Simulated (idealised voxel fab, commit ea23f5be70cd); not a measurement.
process module | voxel tone inversion
cross-section cut | 230 nm wide | cells 5 nm
A cross-section is a grid of square cells, given in bands from the top down. A band is one or more rows of cells.
Each band's line starts with the height of the band's top and of its bottom, in nm. Then come its materials from left to right, each with its width in nm. One material with "throughout" fills the band from edge to edge. "air" is empty space.
Height 0 is the level under which the wafer as received is all one material. The lowest band goes on downwards, as in "0 down".
A width such as "30 to 40" changes by the same amount from each row of cells to the next, from the band's top row to its bottom row.
"no change" after a step means that no cell of the cross-section changed.
closed voids: empty space of 8 cells or more with no open way to the top, each as width x height at its distance from the left edge, in nm
after a step's settings: what the simulator itself notes on the step
overlay nm, on a step with a mask: how far to the right of its planned place the mask lay; to the left if negative
plan
1 op RECEIVE | material Si
2 op CONFORMAL_DEP | material SiN | thk nm 10
3 op DIRECTIONAL_DEP | material polySi | thk nm 15
4 op PATTERN | tone cover | mask id POSTS | material resist | width nm 20 | pitch nm 35 | thk nm 25 | overlay nm 0
5 op DIRECTIONAL_ETCH | etch materials polySi | depth nm 15
6 op STRIP | etch materials resist
7 op FILL_DEP | material lowk | thk nm 5
8 op CMP | height nm 15
9 op STRIP | etch materials polySi
10 op CONFORMAL_DEP | material TiN | thk nm 5
11 op FILL_DEP | material W | thk nm 5
12 op CMP | height nm 25
13 op CONFORMAL_DEP | material SiN | thk nm 5
varied across the wafers: height nm of step 8. The plan shows the first wafer's value. All wafers start alike
first wafer as received, after step 1
  0 down: Si throughout
  closed voids: none
each wafer at the end: cells of each material gained (+) or lost (-) since it was received, then its closed voids
height nm 15 | +138 SiN | +50 TiN | +50 W | +38 lowk | closed voids: none
height nm 20 | +138 SiN | +54 TiN | +8 W | +76 lowk | closed voids: none
height nm 25 | +138 SiN | +16 TiN | +8 W | +114 lowk | closed voids: none
height nm 30 | +138 SiN | +114 lowk | +24 polySi | closed voids: none
